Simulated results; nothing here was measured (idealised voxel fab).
Process module in this document: voxel capacitor over wiring
Cross-section cut spans 250 nm and uses square cells 5 nm in size.
Cross-section layout: square cells on a grid; listed as bands, top to bottom; a band spans one or more cell rows.
This entry defines a band. It first specifies the height of the band's top and the height of its bottom in nm, and then specifies the band's materials from left to right, stating each material with its width in nm. The word "all across" identifies a single material that fills the band from edge to edge, while the word "air" identifies empty space.
Height reference: 0 = level under which incoming wafer is all one material. Lowest band: no bottom, runs on downward, e.g. "z 0 and below".
When a width is written as two numbers, as in "30->40", the first number is the width in the top row of cells of the band and the second is the width in its bottom row, and the width changes by the same amount from each row to the next.
"everything unchanged", as given for a step, is the statement that not any cell of the cross-section underwent a change during that step.
"Enclosed empty spaces" enumerates empty spaces isolated from the top, with no open way to it, that contain at least 8 cells, giving each as width x height at distance from the left edge, all three in nm.
Heads up: the bit after the settings on a step's line is the simulator's remark on that step.
overlay nm: where the mask lay relative to plan, measured to the right, on steps with a mask; negatives go left.
[The process steps that were planned are listed below]
- 1: RECEIVE | material Si
- 2: CONFORMAL_DEP | material SiO2 | thk nm 15
- 3: DIRECTIONAL_DEP | material TiN | thk nm 5
- 4: DIRECTIONAL_DEP | material W | thk nm 20
- 5: PATTERN | tone cover | mask id METAL_1 | material resist | width nm 30 | pitch nm 100 | thk nm 15 | overlay nm 0
- 6: DIRECTIONAL_ETCH | etch materials W | depth nm 20
- 7: DIRECTIONAL_ETCH | etch materials TiN | depth nm 5
- 8: STRIP | etch materials resist
- 9: FILL_DEP | material SiO2 | thk nm 5
- 10: CMP | height nm 40
- 11: CONFORMAL_DEP | material SiCN | thk nm 5
- 12: DIRECTIONAL_DEP | material SiO2 | thk nm 20
- 13: PATTERN | tone open | mask id PLUG_1 | material resist | width nm 15 | thk nm 15 | overlay nm 0
- 14: DIRECTIONAL_ETCH | etch materials SiO2 | depth nm 20
- 15: DIRECTIONAL_ETCH | etch materials SiCN | depth nm 5
- 16: STRIP | etch materials resist
- 17: EPI | material Ru | thk nm 10
- 18: EPI | material Ru | thk nm 10
- 19: EPI | material Ru | thk nm 5
- 20: DIRECTIONAL_DEP | material TiN | thk nm 10
- 21: DIRECTIONAL_DEP | material HfO2 | thk nm 5
- 22: DIRECTIONAL_DEP | material TiN | thk nm 10
- 23: DIRECTIONAL_DEP | material aC | thk nm 15
- 24: PATTERN | tone cover | mask id UPPER_PLATE | material resist | width nm 75 | thk nm 35 | overlay nm 0
- 25: DIRECTIONAL_ETCH | etch materials aC | depth nm 15
- 26: STRIP | etch materials resist
- 27: DIRECTIONAL_ETCH | etch materials TiN | depth nm 10
- 28: DIRECTIONAL_ETCH | etch materials HfO2 | depth nm 5
- 29: STRIP | etch materials aC
- 30: DIRECTIONAL_DEP | material aC | thk nm 15
- 31: PATTERN | tone cover | mask id LOWER_PLATE | material resist | width nm 85 | thk nm 35 | overlay nm 0
- 32: DIRECTIONAL_ETCH | etch materials aC | depth nm 15
- 33: STRIP | etch materials resist
- 34: DIRECTIONAL_ETCH | etch materials TiN | depth nm 10
- 35: STRIP | etch materials aC
- 36: FILL_DEP | material SiO2 | thk nm 15
- 37: CMP | height nm 100
- 38: DIRECTIONAL_DEP | material aC | thk nm 15
- 39: PATTERN | tone open | mask id PLUG_2 | material resist | width nm 15 | thk nm 30 | overlay nm 0
- 40: DIRECTIONAL_ETCH | etch materials aC | depth nm 15
- 41: STRIP | etch materials resist
- 42: DIRECTIONAL_ETCH | etch materials SiO2 | depth nm 10
- 43: STRIP | etch materials aC
- 44: CONFORMAL_DEP | material TiN | thk nm 5
- 45: FILL_DEP | material W | thk nm 5
- 46: CMP | height nm 100
- 47: CONFORMAL_DEP | material SiCN | thk nm 5
[Received-state cross-section, reflecting completion of step 1]
z 0 and below  Si all across
Enclosed empty spaces: none
[Wafer cross-section at module end: first of two, run to plan]
z 105 to 100  SiCN all across
z 100 to 95  SiO2 85 nm, then TiN 5 nm, then W 5 nm, then TiN 5 nm, then SiO2 150 nm
z 95 to 90  SiO2 85 nm, then TiN 15 nm, then SiO2 150 nm
z 90 to 80  SiO2 75 nm, then TiN 75 nm, then SiO2 100 nm
z 80 to 75  SiO2 75 nm, then HfO2 75 nm, then SiO2 100 nm
z 75 to 65  SiO2 70 nm, then TiN 85 nm, then SiO2 95 nm
z 65 to 45  SiO2 75 nm, then Ru 15 nm, then SiO2 160 nm
z 45 to 40  SiCN 75 nm, then Ru 15 nm, then SiCN 160 nm
z 40 to 20  SiO2 60 nm, then W 30 nm, then SiO2 70 nm, then W 30 nm, then SiO2 60 nm
z 20 to 15  SiO2 60 nm, then TiN 30 nm, then SiO2 70 nm, then TiN 30 nm, then SiO2 60 nm
z 15 to 0  SiO2 all across
z 0 and below  Si all across
Enclosed empty spaces: none
[Second of two wafers, module complete, sectioned: it shares the first wafer's start and plan but was run with one mistake]
z 105 to 100  SiCN all across
z 100 to 95  SiO2 85 nm, then TiN 5 nm, then W 5 nm, then TiN 5 nm, then SiO2 150 nm
z 95 to 90  SiO2 85 nm, then TiN 15 nm, then SiO2 150 nm
z 90 to 80  SiO2 75 nm, then TiN 75 nm, then SiO2 100 nm
z 80 to 75  SiO2 75 nm, then HfO2 75 nm, then SiO2 100 nm
z 75 to 65  SiO2 70 nm, then TiN 85 nm, then SiO2 95 nm
z 65 to 45  SiO2 75 nm, then Ru 15 nm, then SiO2 160 nm
z 45 to 40  SiCN 75 nm, then Ru 15 nm, then SiCN 160 nm
z 40 to 20  SiO2 65 nm, then W 30 nm, then SiO2 70 nm, then W 30 nm, then SiO2 55 nm
z 20 to 15  SiO2 65 nm, then TiN 30 nm, then SiO2 70 nm, then TiN 30 nm, then SiO2 55 nm
z 15 to 0  SiO2 all across
z 0 and below  Si all across
Enclosed empty spaces: none
Error vs. plan: step 5 was run on a setting that differed from the plan, and what really ran there is PATTERN | tone cover | mask id METAL_1 | material resist | width nm 30 | pitch nm 100 | thk nm 15 | overlay nm 5
Same inventory, different map: at the end, the second wafer holds as many cells of each material as the first, placed elsewhere.
